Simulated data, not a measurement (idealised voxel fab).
Documented hereafter: the process module known as voxel released beams.
Square cell edge 5 nm, section width 215 nm, ID cut.
If you're reading a cross-section in this doc, picture square cells in a grid; it comes to you as bands, top ones listed first down to the bottom, and a band can be one or more rows of cells.
The band entry comprises the height of the band's top followed by the height of its bottom, expressed in nm, and subsequently the band's materials from left to right, each stated together with its width in nm. Where a single material is marked with the word "everywhere", that material fills the band from edge to edge. The word "blank" represents empty space.
Note: height 0 marks the level under which the wafer is uniformly one material as received. Lowest band unbounded below, written "z 0 and below".
A width given as "30..40" starts at the first number in the band's top row and ends at the second number in its bottom row, shifting by an equal amount at every step from row to row.
"remains unaltered" (step): cross-section cells unchanged, all of them.
Enclosed voids (no open way to top), threshold 8 cells or more, entry "Sealed void list", notation width x height at distance, distance from left edge, nm.
Read whatever lies past the settings on a step's line as the simulator's own remark about the step.
If you see "overlay nm" on a step's line and that step has a mask, it's telling you how far right of where it was planned the mask ended up; a negative number means it went left instead.

THE PROCESS STEPS THAT WERE PLANNED ARE LISTED BELOW
step 1: RECEIVE with material Si
step 2: CONFORMAL_DEP with material SiN, thk nm 5
step 3: DIRECTIONAL_DEP with material SiO2, thk nm 15
step 4: DIRECTIONAL_DEP with material aC, thk nm 15
step 5: PATTERN with tone open, mask id ANCHOR, material resist, width nm 30, thk nm 35, overlay nm 0
step 6: DIRECTIONAL_ETCH with etch materials aC, depth nm 15
step 7: STRIP with etch materials resist
step 8: DIRECTIONAL_ETCH with etch materials SiO2, depth nm 15
step 9: STRIP with etch materials aC
step 10: CONFORMAL_DEP with material TiN, thk nm 10
step 11: DIRECTIONAL_DEP with material aC, thk nm 10
step 12: PATTERN with tone cover, mask id BEAM, material resist, width nm 95, thk nm 30, overlay nm 0
step 13: DIRECTIONAL_ETCH with etch materials aC, depth nm 10
step 14: STRIP with etch materials resist
step 15: DIRECTIONAL_ETCH with etch materials TiN, depth nm 10
step 16: STRIP with etch materials aC
step 17: STRIP with etch materials SiO2
What sets these wafers apart? The width nm at step 12. They all start alike, and the plan carries the first wafer's value.

AS-RECEIVED STATE AFTER STEP 1, FIRST OF SEVERAL WAFERS, CROSS-SECTION
* z 0 and below  Si everywhere
* Sealed void list: none

END-OF-MODULE CROSS-SECTION, FIRST OF SEVERAL WAFERS, AFTER LAST STEP 17
* z 30 to 20  55 of blank, 10 of TiN, 10 of blank, 75 of TiN, 65 of blank
* z 20 to 15  55 of blank, 10 of TiN, 10 of blank, 10 of TiN, 130 of blank
* z 15 to 5  55 of blank, 30 of TiN, 130 of blank
* z 5 to 0  SiN everywhere
* z 0 and below  Si everywhere
* Sealed void list: none

CROSS-SECTION AT MODULE COMPLETION, LAST WAFER
* z 30 to 20  45 of blank, 20 of TiN, 10 of blank, 90 of TiN, 50 of blank
* z 20 to 15  55 of blank, 10 of TiN, 10 of blank, 10 of TiN, 130 of blank
* z 15 to 5  55 of blank, 30 of TiN, 130 of blank
* z 5 to 0  SiN everywhere
* z 0 and below  Si everywhere
* Sealed void list: none

EVERY ROW IN THIS TABLE IS A WAFER AT THE END OF THE MODULE, AND IT GIVES, FOR EACH OF THE MATERIALS, THE CELLS THAT WAFER HAS GAINED (+) OR LOST (-) SINCE IT WAS RECEIVED, THEN ITS CLOSED VOIDS
width nm 95, +43 SiN, +50 TiN, Sealed void list: none
width nm 100, +43 SiN, +52 TiN, Sealed void list: none
width nm 105, +43 SiN, +54 TiN, Sealed void list: none
width nm 110, +43 SiN, +56 TiN, Sealed void list: none
width nm 115, +43 SiN, +58 TiN, Sealed void list: none
width nm 120, +43 SiN, +60 TiN, Sealed void list: none
